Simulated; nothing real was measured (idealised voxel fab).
Presented below is a process module, voxel released beams.
It is cross-section cut that appears here, measuring 285 nm in width, its square cells being 5 nm in size.
Reading order for cross-sections: top band down to bottom band. Underlying form: a grid of square cells. Band size: one or more rows of cells. Heights first: top, then bottom, in nm. Then materials, left to right, each with a width in nm. "throughout" on a single material: fills the band edge to edge. "empty": empty space. Heights are reckoned from 0. Under this level, the received wafer is all of one material. The bottommost band is open-ended downward, for example "0 down". Think of "30 to 40" as a width that walks from the first number to the second as you go down the band, top row to bottom row, taking equal-sized steps from row to row. The cross-section has no changed cell in any step marked "nothing got changed". Under "Voids, sealed" you'll find the enclosed gaps, the ones with no way out to the top, that are 8 cells or bigger; each reads width x height at distance, with distance counted from the left edge, everything in nm. Step line, after settings: the simulator's comment on this step. Each step line may optionally specify "overlay nm", which for a step with a mask gives the rightward distance between the mask's planned place and where it lay, a negative value indicating the leftward direction.

-- plan
1: RECEIVE (material Si)
2: CONFORMAL_DEP (material Al2O3; thk nm 5)
3: DIRECTIONAL_DEP (material SiO2; thk nm 20)
4: MASKED_ETCH (tone open; mask id ANCHOR; width nm 35; etch materials SiO2; depth nm 20; overlay nm 0)
5: CONFORMAL_DEP (material polySi; thk nm 15)
6: MASKED_ETCH (tone cover; mask id BEAM; width nm 90; etch materials polySi; depth nm 15; overlay nm 0)
7: STRIP (etch materials SiO2)

-- Cross-section of the wafer upon arrival, representing the state reached after step 1
* 0 down: Si throughout
* Voids, sealed: none

-- This is how the wafer looks in cross-section once the module is done, given the starting state and plan above and one mistake in carrying the plan out
* 40 to 25: 90 of empty, 25 of polySi, 5 of empty, 70 of polySi, 95 of empty
* 25 to 20: 100 of empty, 15 of polySi, 5 of empty, 15 of polySi, 150 of empty
* 20 to 5: 100 of empty, 35 of polySi, 150 of empty
* 5 to 0: Al2O3 throughout
* 0 down: Si throughout
* Voids, sealed: none
In executing the process, a mistake was made relative to the plan: step 6 was not run as planned; what actually ran was MASKED_ETCH (tone cover; mask id BEAM; width nm 100; etch materials polySi; depth nm 15; overlay nm 0)
